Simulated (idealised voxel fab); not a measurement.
voxel wiring stack: a process module
180 nm wide, 5 nm square cells: that's cross-section cut.
Cross-section format: a grid of square cells, given as bands from top to bottom; each band is one or more rows of cells. It is stipulated that each band's entry specify, in nanometres, the height of the top of the band and then that of its bottom, followed by the materials of the band in left-to-right sequence, each together with its width in nanometres. A single material marked by the word "edge to edge" is understood to fill the band from edge to edge; the word "air" is understood to denote empty space. Note: height 0 marks the level under which the wafer is uniformly one material as received. Lowest band unbounded below, written "from 0 down". Top row gets the first number, bottom row gets the second, and each row in between changes by the same step: that is how a band width like "30 to 40" works. Basically "same as before" means that step didn't change any cell in the cross-section. Look at "Enclosed void listing" for the closed voids: empty spaces with no open path to the top, sized 8 cells or up. Each is width x height at distance, distance from the left edge, all nm. It should be noted that, on the line of a given step, the content following the step's settings is a remark produced by the simulator itself with respect to that step. overlay nm: right-of-plan distance of the mask on a masked step; negative values mean left-of-plan.
## This section lists the process steps that were planned
1 RECEIVE,material Si
2 CONFORMAL_DEP,material SiO2,thk nm 10
3 DIRECTIONAL_DEP,material TiN,thk nm 5
4 DIRECTIONAL_DEP,material W,thk nm 25
5 DIRECTIONAL_DEP,material aC,thk nm 10
6 PATTERN,tone cover,mask id METAL_1,material resist,width nm 25,pitch nm 45,thk nm 30,overlay nm 0
7 DIRECTIONAL_ETCH,etch materials aC,depth nm 10
8 STRIP,etch materials resist
9 DIRECTIONAL_ETCH,etch materials W,depth nm 25
10 DIRECTIONAL_ETCH,etch materials TiN,depth nm 5
11 STRIP,etch materials aC
12 CONFORMAL_DEP,material SiN,thk nm 5
13 FILL_DEP,material lowk,thk nm 10
14 CMP,height nm 40
15 CONFORMAL_DEP,material SiCN,thk nm 5
16 DIRECTIONAL_DEP,material lowk,thk nm 30
17 DIRECTIONAL_DEP,material aC,thk nm 15
18 PATTERN,tone open,mask id METAL_2_HOLES,material resist,width nm 15,pitch nm 45,thk nm 35,overlay nm 0
19 DIRECTIONAL_ETCH,etch materials aC,depth nm 15
20 STRIP,etch materials resist
21 DIRECTIONAL_ETCH,etch materials lowk,depth nm 30
22 STRIP,etch materials aC
23 DIRECTIONAL_DEP,material aC,thk nm 15
24 PATTERN,tone open,mask id METAL_2,material resist,width nm 25,pitch nm 45,thk nm 30,overlay nm 0
25 DIRECTIONAL_ETCH,etch materials aC,depth nm 15
26 STRIP,etch materials resist
27 DIRECTIONAL_ETCH,etch materials lowk,depth nm 20
28 DIRECTIONAL_ETCH,etch materials SiCN,depth nm 5
29 STRIP,etch materials aC
30 CONFORMAL_DEP,material TiN,thk nm 5
31 FILL_DEP,material Cu,thk nm 5
32 CMP,height nm 75
33 CONFORMAL_DEP,material SiCN,thk nm 5
34 DIRECTIONAL_DEP,material lowk,thk nm 25
35 DIRECTIONAL_DEP,material aC,thk nm 10
36 PATTERN,tone open,mask id METAL_3_HOLES,material resist,width nm 15,thk nm 25,overlay nm 0
37 DIRECTIONAL_ETCH,etch materials aC,depth nm 10
38 STRIP,etch materials resist
39 DIRECTIONAL_ETCH,etch materials lowk,depth nm 25
40 STRIP,etch materials aC
41 PATTERN,tone open,mask id METAL_3,material resist,width nm 25,pitch nm 45,thk nm 20,overlay nm 0
42 DIRECTIONAL_ETCH,etch materials lowk,depth nm 15
43 DIRECTIONAL_ETCH,etch materials SiCN,depth nm 5
44 STRIP,etch materials resist
45 CONFORMAL_DEP,material TiN,thk nm 5
46 FILL_DEP,material Cu,thk nm 10
47 CMP,height nm 105
48 CONFORMAL_DEP,material SiCN,thk nm 5
49 DIRECTIONAL_DEP,material SiO2,thk nm 25
50 MASKED_ETCH,tone open,mask id METAL_4_HOLES,width nm 15,etch materials SiO2,depth nm 25,overlay nm 0
51 DIRECTIONAL_DEP,material aC,thk nm 15
52 PATTERN,tone open,mask id METAL_4,material resist,width nm 25,pitch nm 45,thk nm 35,overlay nm 0
53 DIRECTIONAL_ETCH,etch materials aC,depth nm 15
54 STRIP,etch materials resist
55 DIRECTIONAL_ETCH,etch materials SiO2,depth nm 15
56 DIRECTIONAL_ETCH,etch materials SiCN,depth nm 5
57 STRIP,etch materials aC
58 CONFORMAL_DEP,material TiN,thk nm 5
59 FILL_DEP,material Cu,thk nm 5
60 CMP,height nm 135
61 CONFORMAL_DEP,material SiCN,thk nm 5
## Wafer as received: cross-section following step 1
* from 0 down  Si edge to edge
* Enclosed void listing: none
## First of two wafers at the end of the module, shown in cross-section; run carried out as planned
* from 140 to 135  SiCN edge to edge
* from 135 to 125  SiO2 55 | TiN 5 | Cu 15 | TiN 5 | SiO2 20 | TiN 5 | Cu 15 | TiN 5 | SiO2 55
* from 125 to 120  SiO2 55 | TiN 5 | Cu 5 | TiN 15 | SiO2 20 | TiN 25 | SiO2 55
* from 120 to 110  SiO2 55 | TiN 5 | Cu 5 | TiN 5 | SiO2 110
* from 110 to 105  SiCN 55 | TiN 15 | SiCN 110
* from 105 to 95  lowk 55 | TiN 5 | Cu 15 | TiN 5 | lowk 20 | TiN 5 | Cu 15 | TiN 5 | lowk 55
* from 95 to 90  lowk 55 | TiN 5 | Cu 5 | TiN 15 | lowk 20 | TiN 25 | lowk 55
* from 90 to 80  lowk 55 | TiN 5 | Cu 5 | TiN 5 | lowk 110
* from 80 to 75  SiCN 55 | TiN 15 | SiCN 110
* from 75 to 60  lowk 55 | TiN 5 | Cu 15 | TiN 5 | lowk 20 | TiN 5 | Cu 15 | TiN 5 | lowk 55
* from 60 to 55  lowk 55 | TiN 5 | Cu 5 | TiN 15 | lowk 20 | TiN 5 | Cu 5 | TiN 15 | lowk 55
* from 55 to 45  lowk 55 | TiN 5 | Cu 5 | TiN 5 | lowk 30 | TiN 5 | Cu 5 | TiN 5 | lowk 65
* from 45 to 40  SiCN 55 | TiN 15 | SiCN 30 | TiN 15 | SiCN 65
* from 40 to 15  lowk 50 | SiN 5 | W 25 | SiN 5 | lowk 10 | SiN 5 | W 25 | SiN 5 | lowk 50
* from 15 to 10  SiN 55 | TiN 25 | SiN 20 | TiN 25 | SiN 55
* from 10 to 0  SiO2 edge to edge
* from 0 down  Si edge to edge
* Enclosed void listing: none
## Wafer two, sectioned after the module: the first wafer's start, the first wafer's plan, and one mistake in how it was run
* from 140 to 135  SiCN edge to edge
* from 135 to 125  SiO2 55 | TiN 5 | Cu 15 | TiN 5 | SiO2 20 | TiN 5 | Cu 15 | TiN 5 | SiO2 55
* from 125 to 120  SiO2 55 | TiN 5 | Cu 5 | TiN 15 | SiO2 20 | TiN 25 | SiO2 55
* from 120 to 110  SiO2 55 | TiN 5 | Cu 5 | TiN 5 | SiO2 110
* from 110 to 105  SiCN 55 | TiN 15 | SiCN 110
* from 105 to 95  lowk 55 | TiN 5 | Cu 15 | TiN 5 | lowk 25 | TiN 5 | Cu 10 | TiN 5 | lowk 55
* from 95 to 90  lowk 55 | TiN 5 | Cu 5 | TiN 15 | lowk 25 | TiN 20 | lowk 55
* from 90 to 85  lowk 55 | TiN 5 | Cu 5 | TiN 5 | lowk 110
* from 85 to 80  lowk 55 | TiN 15 | lowk 110
* from 80 to 75  SiCN 60 | TiN 10 | SiCN 110
* from 75 to 60  lowk 55 | TiN 5 | Cu 15 | TiN 5 | lowk 20 | TiN 5 | Cu 15 | TiN 5 | lowk 55
* from 60 to 55  lowk 55 | TiN 5 | Cu 5 | TiN 15 | lowk 20 | TiN 5 | Cu 5 | TiN 15 | lowk 55
* from 55 to 45  lowk 55 | TiN 5 | Cu 5 | TiN 5 | lowk 30 | TiN 5 | Cu 5 | TiN 5 | lowk 65
* from 45 to 40  SiCN 55 | TiN 15 | SiCN 30 | TiN 15 | SiCN 65
* from 40 to 15  lowk 50 | SiN 5 | W 25 | SiN 5 | lowk 10 | SiN 5 | W 25 | SiN 5 | lowk 50
* from 15 to 10  SiN 55 | TiN 25 | SiN 20 | TiN 25 | SiN 55
* from 10 to 0  SiO2 edge to edge
* from 0 down  Si edge to edge
* Enclosed void listing: none
Nonconformance to the process plan: planned and actual differ for step 41; actual: PATTERN,tone open,mask id METAL_3,material resist,width nm 20,pitch nm 45,thk nm 20,overlay nm 0
Looking at both finished wafers in cells, the second ends up ahead of or behind the first on some materials: 3 fewer of Cu, 1 more of SiCN, 1 fewer of TiN, 3 more of lowk
